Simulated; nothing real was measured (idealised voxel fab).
The document below concerns the process module designated voxel gate over fins.
The figure presents cross-section cut, which has a width of 240 nm and is divided into square cells with an edge length of 5 nm.
Format of a cross-section: grid, square cells. Given as bands. Order: top down. Band: one or more rows of cells.
Heights first: top, then bottom, in nm. Then materials, left to right, each with a width in nm. "all across" on a single material: fills the band edge to edge. "blank": empty space.
Height is counted from the level 0, under which the received wafer is composed throughout of one material. The lowest of the bands is not closed at the bottom but continues downward, in the notation "0 down".
A two-number width, for instance "30->40", indicates that the width is equal to the first number in the top row of the band and to the second number in the bottom row, and that it changes by a constant amount per row of cells.
Key: "nothing got changed" - step with no changed cell in the cross-section.
"Voids, fully enclosed": empty spaces of 8 cells or more with no open way to the top, each given as width x height at distance, distance from the left edge, all in nm.
Text after the settings on a step's line: the simulator's own remark on that step.
The optional step-line setting "overlay nm" applies to steps with a mask and quantifies how far to the right of its planned location the mask lay, a negative value indicating leftward placement.

List of planned process steps
1,RECEIVE (material Si)
2,CONFORMAL_DEP (material SiN; thk nm 10)
3,PATTERN (tone cover; mask id FINS; material resist; width nm 15; pitch nm 60; thk nm 20; overlay nm 0)
4,DIRECTIONAL_ETCH (etch materials SiN; depth nm 10)
5,DIRECTIONAL_ETCH (etch materials Si; depth nm 40)
6,STRIP (etch materials resist)
7,OXIDIZE (depth nm 5)
8,FILL_DEP (material SiO2; thk nm 15)
9,CMP (height nm 10)
10,PATTERN (tone open; mask id RAIL; material resist; width nm 15; thk nm 15; overlay nm 0)
11,DIRECTIONAL_ETCH (etch materials SiO2; depth nm 45)
12,STRIP (etch materials resist)
13,CONFORMAL_DEP (material TiN; thk nm 5)
14,FILL_DEP (material Ru; thk nm 10)
15,CMP (height nm 10)
16,SELECTIVE_ETCH (etch materials W Ru TiN; depth nm 30)
17,FILL_DEP (material SiO2; thk nm 5)
18,CMP (height nm 10)
19,SELECTIVE_ETCH (etch materials SiO2; depth nm 20)
20,STRIP (etch materials SiN)
21,CONFORMAL_DEP (material HfO2; thk nm 5)
22,CONFORMAL_DEP (material TiN; thk nm 5)
23,CONFORMAL_DEP (material TiAl; thk nm 5)
24,CONFORMAL_DEP (material TiN; thk nm 5)
25,FILL_DEP (material W; thk nm 15)
26,CMP (height nm 30)
27,CONFORMAL_DEP (material SiN; thk nm 5)
Same starting wafers, different width nm at step 3. Plan value belongs to the first wafer.

Incoming state of the first of several wafers in cross-section: after step 1
    0 down  Si all across
    Voids, fully enclosed: none

Take a look at the first of several wafers in cross-section: the module is done, and step 27 was its last step
    35 to 30  SiN all across
    30 to 20  W all across
    20 to 15  W: 35 | TiN: 45 | W: 15 | TiN: 45 | W: 15 | TiN: 45 | W: 40
    15 to 10  W: 35 | TiN: 5 | TiAl: 35 | TiN: 5 | W: 15 | TiN: 5 | TiAl: 35 | TiN: 5 | W: 15 | TiN: 5 | TiAl: 35 | TiN: 5 | W: 40
    10 to 5  TiN: 40 | TiAl: 5 | TiN: 25 | TiAl: 5 | TiN: 25 | TiAl: 5 | TiN: 25 | TiAl: 5 | TiN: 25 | TiAl: 5 | TiN: 25 | TiAl: 5 | TiN: 45
    5 to 0  TiAl: 45 | TiN: 5 | HfO2: 15 | TiN: 5 | TiAl: 35 | TiN: 5 | HfO2: 15 | TiN: 5 | TiAl: 35 | TiN: 5 | HfO2: 15 | TiN: 5 | TiAl: 50
    0 to -5  TiN: 50 | HfO2: 5 | Si: 5 | HfO2: 5 | TiN: 45 | HfO2: 5 | Si: 5 | HfO2: 5 | TiN: 45 | HfO2: 5 | Si: 5 | HfO2: 5 | TiN: 55
    -5 to -10  HfO2: 55 | Si: 5 | HfO2: 55 | Si: 5 | HfO2: 55 | Si: 5 | HfO2: 60
    -10 to -20  SiO2: 55 | Si: 5 | SiO2: 55 | Si: 5 | SiO2: 55 | Si: 5 | SiO2: 60
    -20 to -30  SiO2: 55 | Si: 5 | SiO2: 20 | TiN: 5 | Ru: 5 | TiN: 5 | SiO2: 20 | Si: 5 | SiO2: 55 | Si: 5 | SiO2: 60
    -30 to -35  SiO2: 55 | Si: 5 | SiO2: 20 | TiN: 15 | SiO2: 20 | Si: 5 | SiO2: 55 | Si: 5 | SiO2: 60
    -35 to -45  SiO2: 55 | Si: 5 | SiO2: 55 | Si: 5 | SiO2: 55 | Si: 5 | SiO2: 60
    -45 down  Si all across
    Voids, fully enclosed: none

Of the several wafers, the last: cross-section at the end of the module
    35 to 30  SiN all across
    30 to 20  W all across
    20 to 15  W: 30 | TiN: 180 | W: 30
    15 to 10  W: 30 | TiN: 5 | TiAl: 50 | TiN: 10 | TiAl: 50 | TiN: 10 | TiAl: 50 | TiN: 5 | W: 30
    10 to 5  TiN: 35 | TiAl: 5 | TiN: 40 | TiAl: 5 | TiN: 10 | TiAl: 5 | TiN: 40 | TiAl: 5 | TiN: 10 | TiAl: 5 | TiN: 40 | TiAl: 5 | TiN: 35
    5 to 0  TiAl: 40 | TiN: 5 | HfO2: 30 | TiN: 5 | TiAl: 20 | TiN: 5 | HfO2: 30 | TiN: 5 | TiAl: 20 | TiN: 5 | HfO2: 30 | TiN: 5 | TiAl: 40
    0 to -5  TiN: 45 | HfO2: 5 | Si: 20 | HfO2: 5 | TiN: 30 | HfO2: 5 | Si: 20 | HfO2: 5 | TiN: 30 | HfO2: 5 | Si: 20 | HfO2: 5 | TiN: 45
    -5 to -10  HfO2: 50 | Si: 20 | HfO2: 40 | Si: 20 | HfO2: 40 | Si: 20 | HfO2: 50
    -10 to -20  SiO2: 50 | Si: 20 | SiO2: 40 | Si: 20 | SiO2: 40 | Si: 20 | SiO2: 50
    -20 to -30  SiO2: 50 | Si: 20 | SiO2: 10 | TiN: 5 | Ru: 5 | TiN: 5 | SiO2: 15 | Si: 20 | SiO2: 40 | Si: 20 | SiO2: 50
    -30 to -35  SiO2: 50 | Si: 20 | SiO2: 10 | TiN: 15 | SiO2: 15 | Si: 20 | SiO2: 40 | Si: 20 | SiO2: 50
    -35 to -45  SiO2: 50 | Si: 20 | SiO2: 40 | Si: 20 | SiO2: 40 | Si: 20 | SiO2: 50
    -45 down  Si all across
    Voids, fully enclosed: none

Basically each wafer gets a line in the table, showing it at the end of the module: material by material, the cells it gained (+) or lost (-) since we got it, then its closed voids
width nm 15 | +60 HfO2 | +2 Ru | -405 Si | +48 SiN | +306 SiO2 | +60 TiAl | +127 TiN | +138 W | Voids, fully enclosed: none
width nm 20 | +60 HfO2 | +2 Ru | -378 Si | +48 SiN | +285 SiO2 | +60 TiAl | +127 TiN | +132 W | Voids, fully enclosed: none
width nm 25 | +60 HfO2 | +2 Ru | -351 Si | +48 SiN | +264 SiO2 | +60 TiAl | +127 TiN | +126 W | Voids, fully enclosed: none
width nm 30 | +60 HfO2 | +2 Ru | -324 Si | +48 SiN | +243 SiO2 | +60 TiAl | +127 TiN | +120 W | Voids, fully enclosed: none
